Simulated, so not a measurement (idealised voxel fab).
Presented below is a process module, voxel ribs on slabs.
It is cross-section cut that appears here, measuring 295 nm in width, its square cells being 5 nm in size.
Cross-sections here: square-cell grids, written as top-down lists of bands, a band being one or more rows of cells. A band entry consists of two parts. The first gives the height of the band's top and the height of its bottom, in nm. The rest lists the band's materials from left to right, each with its width in nm. A single material labelled with the word "everywhere" fills the band from edge to edge, and the word "empty" marks empty space. Beneath 0, the wafer as received is one material, and that level is where height counting begins. The lowest band goes on downward without a bottom; it is written like "0 nm and below". A width such as "30..40" changes by the same amount from each row of cells to the next, from the band's top row to its bottom row. Take "remains unaltered" at face value: in the step it is given for, the cross-section changed in none of its cells. Each empty space that has no open way to the top and spans at least 8 cells appears under "Enclosed internal voids" as width x height at distance, the distance counted from the left edge, all in nm. Heads up: the bit after the settings on a step's line is the simulator's remark on that step. overlay nm: step with mask; distance mask lay right of planned place; negative value = left of planned place.

The planned process steps are enumerated hereunder:
- 1: RECEIVE, material Si
- 2: DIRECTIONAL_DEP, material SiO2, thk nm 30
- 3: DIRECTIONAL_DEP, material SiN, thk nm 25
- 4: DIRECTIONAL_DEP, material aC, thk nm 15
- 5: PATTERN, tone cover, mask id RIB, material resist, width nm 15, thk nm 30, overlay nm 0
- 6: DIRECTIONAL_ETCH, etch materials aC, depth nm 15
- 7: STRIP, etch materials resist
- 8: DIRECTIONAL_ETCH, etch materials SiN, depth nm 20
- 9: STRIP, etch materials aC
- 10: MASKED_ETCH, tone cover, mask id SLAB, width nm 55, etch materials SiN, depth nm 5, overlay nm 0
- 11: FILL_DEP, material SiO2, thk nm 30
- 12: CMP, height nm 75
- 13: DIRECTIONAL_DEP, material W, thk nm 5
- 14: DIRECTIONAL_DEP, material aC, thk nm 15
- 15: PATTERN, tone cover, mask id HEATER, material resist, width nm 25, thk nm 30, overlay nm 0
- 16: DIRECTIONAL_ETCH, etch materials aC, depth nm 15
- 17: STRIP, etch materials resist
- 18: DIRECTIONAL_ETCH, etch materials W, depth nm 5
- 19: STRIP, etch materials aC
- 20: CONFORMAL_DEP, material SiN, thk nm 5

So, the first of our two wafers, run just as we planned it:

As-received state of the wafer in cross-section, equivalent to post-step 1:
	0 nm and below: Si everywhere
	Enclosed internal voids: none

Cross-section through the wafer, step 2 finished:
	30 nm to 0 nm: SiO2 everywhere
	Lower than 0, everything is as it was.

Cross-section through the wafer, step 3 finished:
	55 nm to 30 nm: SiN everywhere
	Lower than 30, everything is as it was.

Cross-section through the wafer, step 4 finished:
	70 nm to 55 nm: aC everywhere
	Lower than 55, everything is as it was.

Cross-section through the wafer, step 5 finished:
	100 nm to 70 nm: empty: 140, resist: 15, empty: 140
	Lower than 70, everything is as it was.

Cross-section through the wafer, step 6 finished:
	85 nm to 70 nm: empty: 140, resist: 15, empty: 140
	70 nm to 55 nm: empty: 140, aC: 15, empty: 140
	Lower than 55, everything is as it was.

Cross-section through the wafer, step 7 finished:
	70 nm to 55 nm: empty: 140, aC: 15, empty: 140
	Lower than 55, everything is as it was.

Cross-section through the wafer, step 8 finished:
	70 nm to 55 nm: empty: 140, aC: 15, empty: 140
	55 nm to 35 nm: empty: 140, SiN: 15, empty: 140
	Lower than 35, everything is as it was.

Cross-section through the wafer, step 9 finished:
	55 nm to 35 nm: empty: 140, SiN: 15, empty: 140
	Lower than 35, everything is as it was.

Cross-section through the wafer, step 10 finished:
	55 nm to 35 nm: empty: 140, SiN: 15, empty: 140
	35 nm to 30 nm: empty: 120, SiN: 55, empty: 120
	Lower than 30, everything is as it was.

Cross-section through the wafer, step 11 finished:
	85 nm to 55 nm: SiO2 everywhere
	55 nm to 35 nm: SiO2: 140, SiN: 15, SiO2: 140
	35 nm to 30 nm: SiO2: 120, SiN: 55, SiO2: 120
	Lower than 30, everything is as it was.

Cross-section through the wafer, step 12 finished:
	75 nm to 55 nm: SiO2 everywhere
	Lower than 55, everything is as it was.

Cross-section through the wafer, step 13 finished:
	80 nm to 75 nm: W everywhere
	Lower than 75, everything is as it was.

Cross-section through the wafer, step 14 finished:
	95 nm to 80 nm: aC everywhere
	Lower than 80, everything is as it was.

Cross-section through the wafer, step 15 finished:
	125 nm to 95 nm: empty: 135, resist: 25, empty: 135
	Lower than 95, everything is as it was.

Cross-section through the wafer, step 16 finished:
	110 nm to 95 nm: empty: 135, resist: 25, empty: 135
	95 nm to 80 nm: empty: 135, aC: 25, empty: 135
	Lower than 80, everything is as it was.

Cross-section through the wafer, step 17 finished:
	95 nm to 80 nm: empty: 135, aC: 25, empty: 135
	Lower than 80, everything is as it was.

Cross-section through the wafer, step 18 finished:
	95 nm to 80 nm: empty: 135, aC: 25, empty: 135
	80 nm to 75 nm: empty: 135, W: 25, empty: 135
	Lower than 75, everything is as it was.

Cross-section through the wafer, step 19 finished:
	80 nm to 75 nm: empty: 135, W: 25, empty: 135
	Lower than 75, everything is as it was.

Cross-section through the wafer, step 20 finished:
	85 nm to 80 nm: empty: 130, SiN: 35, empty: 130
	80 nm to 75 nm: SiN: 135, W: 25, SiN: 135
	Lower than 75, everything is as it was.

The Second Wafer: Common Origin and Plan, One Mistake in Execution, Identical to the First Through Step 1:

Cross-section of the second wafer at the time step 2 of the plan should have ended:
	60 nm to 0 nm: SiO2 everywhere
	Lower than 0, everything is as it was.

Cross-section of the second wafer at the time step 3 of the plan should have ended:
	85 nm to 60 nm: SiN everywhere
	Lower than 60, everything is as it was.

Cross-section of the second wafer at the time step 4 of the plan should have ended:
	100 nm to 85 nm: aC everywhere
	Lower than 85, everything is as it was.

Cross-section of the second wafer at the time step 5 of the plan should have ended:
	130 nm to 100 nm: empty: 140, resist: 15, empty: 140
	Lower than 100, everything is as it was.

Cross-section of the second wafer at the time step 6 of the plan should have ended:
	115 nm to 100 nm: empty: 140, resist: 15, empty: 140
	100 nm to 85 nm: empty: 140, aC: 15, empty: 140
	Lower than 85, everything is as it was.

Cross-section of the second wafer at the time step 7 of the plan should have ended:
	100 nm to 85 nm: empty: 140, aC: 15, empty: 140
	Lower than 85, everything is as it was.

Cross-section of the second wafer at the time step 8 of the plan should have ended:
	100 nm to 85 nm: empty: 140, aC: 15, empty: 140
	85 nm to 65 nm: empty: 140, SiN: 15, empty: 140
	Lower than 65, everything is as it was.

Cross-section of the second wafer at the time step 9 of the plan should have ended:
	85 nm to 65 nm: empty: 140, SiN: 15, empty: 140
	Lower than 65, everything is as it was.

Cross-section of the second wafer at the time step 10 of the plan should have ended:
	85 nm to 65 nm: empty: 140, SiN: 15, empty: 140
	65 nm to 60 nm: empty: 120, SiN: 55, empty: 120
	Lower than 60, everything is as it was.

Cross-section of the second wafer at the time step 11 of the plan should have ended:
	115 nm to 85 nm: SiO2 everywhere
	85 nm to 65 nm: SiO2: 140, SiN: 15, SiO2: 140
	65 nm to 60 nm: SiO2: 120, SiN: 55, SiO2: 120
	Lower than 60, everything is as it was.

Cross-section of the second wafer at the time step 12 of the plan should have ended:
	75 nm to 65 nm: SiO2: 140, SiN: 15, SiO2: 140
	Lower than 65, everything is as it was.

Cross-section of the second wafer at the time step 13 of the plan should have ended:
	80 nm to 75 nm: W everywhere
	Lower than 75, everything is as it was.

Cross-section of the second wafer at the time step 14 of the plan should have ended:
	95 nm to 80 nm: aC everywhere
	Lower than 80, everything is as it was.

Cross-section of the second wafer at the time step 15 of the plan should have ended:
	125 nm to 95 nm: empty: 135, resist: 25, empty: 135
	Lower than 95, everything is as it was.

Cross-section of the second wafer at the time step 16 of the plan should have ended:
	110 nm to 95 nm: empty: 135, resist: 25, empty: 135
	95 nm to 80 nm: empty: 135, aC: 25, empty: 135
	Lower than 80, everything is as it was.

Cross-section of the second wafer at the time step 17 of the plan should have ended:
	95 nm to 80 nm: empty: 135, aC: 25, empty: 135
	Lower than 80, everything is as it was.

Cross-section of the second wafer at the time step 18 of the plan should have ended:
	95 nm to 80 nm: empty: 135, aC: 25, empty: 135
	80 nm to 75 nm: empty: 135, W: 25, empty: 135
	Lower than 75, everything is as it was.

Cross-section of the second wafer at the time step 19 of the plan should have ended:
	80 nm to 75 nm: empty: 135, W: 25, empty: 135
	Lower than 75, everything is as it was.

Cross-section of the second wafer at the time step 20 of the plan should have ended:
	85 nm to 80 nm: empty: 130, SiN: 35, empty: 130
	80 nm to 75 nm: SiN: 135, W: 25, SiN: 135
	Lower than 75, everything is as it was.
Finding, execution versus plan: step 2 from the plan got run twice
FYI, end of process, the second wafer has more or fewer cells of some materials than the first: SiN -6; SiO2 +6
